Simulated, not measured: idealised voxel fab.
Process module under the name voxel self aligned vias
Section cut is 175 nm wide and gridded with 5 nm square cells.
Cross-section format: a grid of square cells, given as bands from top to bottom; each band is one or more rows of cells.
Top, bottom (nm), then materials left to right with widths (nm); lone material tagged "everywhere" fills the whole band edge to edge; "air" = empty space.
Height reference: 0 = level under which incoming wafer is all one material. Lowest band: no bottom, runs on downward, e.g. "z 0 and below".
A width given as "30..40" starts at the first number in the band's top row and ends at the second number in its bottom row, shifting by an equal amount at every step from row to row.
Step marked "changes: none"? Then no cell in the cross-section changed in it.
The entry titled "Closed void table" provides the empty spaces that have no open way to the top, restricted to those of 8 cells or more. Each is presented as width x height at distance, the distance being measured from the left edge, with all three in nm.
Past the settings on a step's line: simulator remark, on that step.
A step's line can hold "overlay nm"; with a mask on that step, the setting says how far right of the planned place the mask lay, while a negative setting says it lay to the left.
The following list gives the planned process steps
step 1: RECEIVE,material Si
step 2: CONFORMAL_DEP,material SiO2,thk nm 15
step 3: CONFORMAL_DEP,material SiCN,thk nm 5
step 4: DIRECTIONAL_DEP,material lowk,thk nm 25
step 5: DIRECTIONAL_DEP,material aC,thk nm 15
step 6: PATTERN,tone open,mask id LINES,material resist,width nm 25,pitch nm 65,thk nm 35,overlay nm 0
step 7: DIRECTIONAL_ETCH,etch materials aC,depth nm 15
step 8: STRIP,etch materials resist
step 9: DIRECTIONAL_ETCH,etch materials lowk,depth nm 25
step 10: STRIP,etch materials aC
step 11: CONFORMAL_DEP,material TiN,thk nm 5
step 12: FILL_DEP,material W,thk nm 10
step 13: CMP,height nm 45
step 14: SELECTIVE_ETCH,etch materials W Ru TiN,depth nm 5
step 15: FILL_DEP,material SiN,thk nm 5
step 16: CMP,height nm 45
step 17: DIRECTIONAL_DEP,material lowk,thk nm 15
step 18: MASKED_ETCH,tone open,mask id VIAS,width nm 35,etch materials lowk,depth nm 15,overlay nm 0
step 19: MASKED_ETCH,tone open,mask id VIAS,width nm 35,etch materials SiN,depth nm 5,overlay nm 0
step 20: CONFORMAL_DEP,material TiN,thk nm 5
step 21: FILL_DEP,material Cu,thk nm 5
step 22: CMP,height nm 60
step 23: CONFORMAL_DEP,material SiN,thk nm 5
The first of two wafers, run as planned
Cross-section, incoming material, after step 1
- z 0 and below: Si everywhere
- Closed void table: none
How the wafer stands in section after step 2
- z 15 to 0: SiO2 everywhere
- At heights below 0, the structure remains unaltered.
How the wafer stands in section after step 3
- z 20 to 15: SiCN everywhere
- At heights below 15, the structure remains unaltered.
How the wafer stands in section after step 4
- z 45 to 20: lowk everywhere
- At heights below 20, the structure remains unaltered.
How the wafer stands in section after step 5
- z 60 to 45: aC everywhere
- At heights below 45, the structure remains unaltered.
How the wafer stands in section after step 6
- z 95 to 60: resist 40 nm, then air 25 nm, then resist 40 nm, then air 25 nm, then resist 45 nm
- At heights below 60, the structure remains unaltered.
How the wafer stands in section after step 7
- z 80 to 60: resist 40 nm, then air 25 nm, then resist 40 nm, then air 25 nm, then resist 45 nm
- z 60 to 45: aC 40 nm, then air 25 nm, then aC 40 nm, then air 25 nm, then aC 45 nm
- At heights below 45, the structure remains unaltered.
How the wafer stands in section after step 8
- z 60 to 45: aC 40 nm, then air 25 nm, then aC 40 nm, then air 25 nm, then aC 45 nm
- At heights below 45, the structure remains unaltered.
How the wafer stands in section after step 9
- z 60 to 45: aC 40 nm, then air 25 nm, then aC 40 nm, then air 25 nm, then aC 45 nm
- z 45 to 20: lowk 40 nm, then air 25 nm, then lowk 40 nm, then air 25 nm, then lowk 45 nm
- At heights below 20, the structure remains unaltered.
How the wafer stands in section after step 10
- z 45 to 20: lowk 40 nm, then air 25 nm, then lowk 40 nm, then air 25 nm, then lowk 45 nm
- At heights below 20, the structure remains unaltered.
How the wafer stands in section after step 11
- z 50 to 45: TiN 45 nm, then air 15 nm, then TiN 50 nm, then air 15 nm, then TiN 50 nm
- z 45 to 25: lowk 40 nm, then TiN 5 nm, then air 15 nm, then TiN 5 nm, then lowk 40 nm, then TiN 5 nm, then air 15 nm, then TiN 5 nm, then lowk 45 nm
- z 25 to 20: lowk 40 nm, then TiN 25 nm, then lowk 40 nm, then TiN 25 nm, then lowk 45 nm
- At heights below 20, the structure remains unaltered.
How the wafer stands in section after step 12
- z 60 to 50: W everywhere
- z 50 to 45: TiN 45 nm, then W 15 nm, then TiN 50 nm, then W 15 nm, then TiN 50 nm
- z 45 to 25: lowk 40 nm, then TiN 5 nm, then W 15 nm, then TiN 5 nm, then lowk 40 nm, then TiN 5 nm, then W 15 nm, then TiN 5 nm, then lowk 45 nm
- At heights below 25, the structure remains unaltered.
How the wafer stands in section after step 13
- z 45 to 25: lowk 40 nm, then TiN 5 nm, then W 15 nm, then TiN 5 nm, then lowk 40 nm, then TiN 5 nm, then W 15 nm, then TiN 5 nm, then lowk 45 nm
- At heights below 25, the structure remains unaltered.
How the wafer stands in section after step 14
- z 45 to 40: lowk 40 nm, then air 25 nm, then lowk 40 nm, then air 25 nm, then lowk 45 nm
- At heights below 40, the structure remains unaltered.
How the wafer stands in section after step 15
- z 50 to 45: SiN everywhere
- z 45 to 40: lowk 40 nm, then SiN 25 nm, then lowk 40 nm, then SiN 25 nm, then lowk 45 nm
- At heights below 40, the structure remains unaltered.
How the wafer stands in section after step 16
- z 45 to 40: lowk 40 nm, then SiN 25 nm, then lowk 40 nm, then SiN 25 nm, then lowk 45 nm
- At heights below 40, the structure remains unaltered.
How the wafer stands in section after step 17
- z 60 to 45: lowk everywhere
- At heights below 45, the structure remains unaltered.
How the wafer stands in section after step 18
- z 60 to 45: lowk 35 nm, then air 35 nm, then lowk 105 nm
- At heights below 45, the structure remains unaltered.
How the wafer stands in section after step 19
- z 60 to 45: lowk 35 nm, then air 35 nm, then lowk 105 nm
- z 45 to 40: lowk 40 nm, then air 25 nm, then lowk 40 nm, then SiN 25 nm, then lowk 45 nm
- At heights below 40, the structure remains unaltered.
How the wafer stands in section after step 20
- z 65 to 60: TiN 40 nm, then air 25 nm, then TiN 110 nm
- z 60 to 50: lowk 35 nm, then TiN 5 nm, then air 25 nm, then TiN 5 nm, then lowk 105 nm
- z 50 to 45: lowk 35 nm, then TiN 10 nm, then air 15 nm, then TiN 10 nm, then lowk 105 nm
- z 45 to 40: lowk 40 nm, then TiN 25 nm, then lowk 40 nm, then SiN 25 nm, then lowk 45 nm
- At heights below 40, the structure remains unaltered.
How the wafer stands in section after step 21
- z 70 to 65: Cu everywhere
- z 65 to 60: TiN 40 nm, then Cu 25 nm, then TiN 110 nm
- z 60 to 50: lowk 35 nm, then TiN 5 nm, then Cu 25 nm, then TiN 5 nm, then lowk 105 nm
- z 50 to 45: lowk 35 nm, then TiN 10 nm, then Cu 15 nm, then TiN 10 nm, then lowk 105 nm
- At heights below 45, the structure remains unaltered.
How the wafer stands in section after step 22
- z 60 to 50: lowk 35 nm, then TiN 5 nm, then Cu 25 nm, then TiN 5 nm, then lowk 105 nm
- At heights below 50, the structure remains unaltered.
How the wafer stands in section after step 23
- z 65 to 60: SiN everywhere
- At heights below 60, the structure remains unaltered.
Second wafer: like start, like plan, one mistake. Through step 5 it matches the first wafer
Second wafer shown in cross-section at the time step 6 was slated to end
- z 95 to 60: resist 35 nm, then air 35 nm, then resist 30 nm, then air 35 nm, then resist 40 nm
- At heights below 60, the structure remains unaltered.
Second wafer shown in cross-section at the time step 7 was slated to end
- z 80 to 60: resist 35 nm, then air 35 nm, then resist 30 nm, then air 35 nm, then resist 40 nm
- z 60 to 45: aC 35 nm, then air 35 nm, then aC 30 nm, then air 35 nm, then aC 40 nm
- At heights below 45, the structure remains unaltered.
Second wafer shown in cross-section at the time step 8 was slated to end
- z 60 to 45: aC 35 nm, then air 35 nm, then aC 30 nm, then air 35 nm, then aC 40 nm
- At heights below 45, the structure remains unaltered.
Second wafer shown in cross-section at the time step 9 was slated to end
- z 60 to 45: aC 35 nm, then air 35 nm, then aC 30 nm, then air 35 nm, then aC 40 nm
- z 45 to 20: lowk 35 nm, then air 35 nm, then lowk 30 nm, then air 35 nm, then lowk 40 nm
- At heights below 20, the structure remains unaltered.
Second wafer shown in cross-section at the time step 10 was slated to end
- z 45 to 20: lowk 35 nm, then air 35 nm, then lowk 30 nm, then air 35 nm, then lowk 40 nm
- At heights below 20, the structure remains unaltered.
Second wafer shown in cross-section at the time step 11 was slated to end
- z 50 to 45: TiN 40 nm, then air 25 nm, then TiN 40 nm, then air 25 nm, then TiN 45 nm
- z 45 to 25: lowk 35 nm, then TiN 5 nm, then air 25 nm, then TiN 5 nm, then lowk 30 nm, then TiN 5 nm, then air 25 nm, then TiN 5 nm, then lowk 40 nm
- z 25 to 20: lowk 35 nm, then TiN 35 nm, then lowk 30 nm, then TiN 35 nm, then lowk 40 nm
- At heights below 20, the structure remains unaltered.
Second wafer shown in cross-section at the time step 12 was slated to end
- z 60 to 50: W everywhere
- z 50 to 45: TiN 40 nm, then W 25 nm, then TiN 40 nm, then W 25 nm, then TiN 45 nm
- z 45 to 25: lowk 35 nm, then TiN 5 nm, then W 25 nm, then TiN 5 nm, then lowk 30 nm, then TiN 5 nm, then W 25 nm, then TiN 5 nm, then lowk 40 nm
- At heights below 25, the structure remains unaltered.
Second wafer shown in cross-section at the time step 13 was slated to end
- z 45 to 25: lowk 35 nm, then TiN 5 nm, then W 25 nm, then TiN 5 nm, then lowk 30 nm, then TiN 5 nm, then W 25 nm, then TiN 5 nm, then lowk 40 nm
- At heights below 25, the structure remains unaltered.
Second wafer shown in cross-section at the time step 14 was slated to end
- z 45 to 40: lowk 35 nm, then air 35 nm, then lowk 30 nm, then air 35 nm, then lowk 40 nm
- At heights below 40, the structure remains unaltered.
Second wafer shown in cross-section at the time step 15 was slated to end
- z 50 to 45: SiN everywhere
- z 45 to 40: lowk 35 nm, then SiN 35 nm, then lowk 30 nm, then SiN 35 nm, then lowk 40 nm
- At heights below 40, the structure remains unaltered.
Second wafer shown in cross-section at the time step 16 was slated to end
- z 45 to 40: lowk 35 nm, then SiN 35 nm, then lowk 30 nm, then SiN 35 nm, then lowk 40 nm
- At heights below 40, the structure remains unaltered.
Second wafer shown in cross-section at the time step 17 was slated to end
- z 60 to 45: lowk everywhere
- At heights below 45, the structure remains unaltered.
Second wafer shown in cross-section at the time step 18 was slated to end
- z 60 to 45: lowk 35 nm, then air 35 nm, then lowk 105 nm
- At heights below 45, the structure remains unaltered.
Second wafer shown in cross-section at the time step 19 was slated to end
- z 60 to 45: lowk 35 nm, then air 35 nm, then lowk 105 nm
- z 45 to 40: lowk 35 nm, then air 35 nm, then lowk 30 nm, then SiN 35 nm, then lowk 40 nm
- At heights below 40, the structure remains unaltered.
Second wafer shown in cross-section at the time step 20 was slated to end
- z 65 to 60: TiN 40 nm, then air 25 nm, then TiN 110 nm
- z 60 to 45: lowk 35 nm, then TiN 5 nm, then air 25 nm, then TiN 5 nm, then lowk 105 nm
- z 45 to 40: lowk 35 nm, then TiN 35 nm, then lowk 30 nm, then SiN 35 nm, then lowk 40 nm
- At heights below 40, the structure remains unaltered.
Second wafer shown in cross-section at the time step 21 was slated to end
- z 70 to 65: Cu everywhere
- z 65 to 60: TiN 40 nm, then Cu 25 nm, then TiN 110 nm
- z 60 to 45: lowk 35 nm, then TiN 5 nm, then Cu 25 nm, then TiN 5 nm, then lowk 105 nm
- At heights below 45, the structure remains unaltered.
Second wafer shown in cross-section at the time step 22 was slated to end
- z 60 to 45: lowk 35 nm, then TiN 5 nm, then Cu 25 nm, then TiN 5 nm, then lowk 105 nm
- At heights below 45, the structure remains unaltered.
Second wafer shown in cross-section at the time step 23 was slated to end
- z 65 to 60: SiN everywhere
- At heights below 60, the structure remains unaltered.
Misprocessing identified: it should be noted that step 6 was executed with settings other than those planned, the operation and settings actually applied being PATTERN,tone open,mask id LINES,material resist,width nm 35,pitch nm 65,thk nm 35,overlay nm 0
At the finish, the second wafer shows more or fewer cells for some materials than the first does: Cu: 2 more, SiN: 2 more, TiN: 4 more, W: 12 more, lowk: 20 fewer
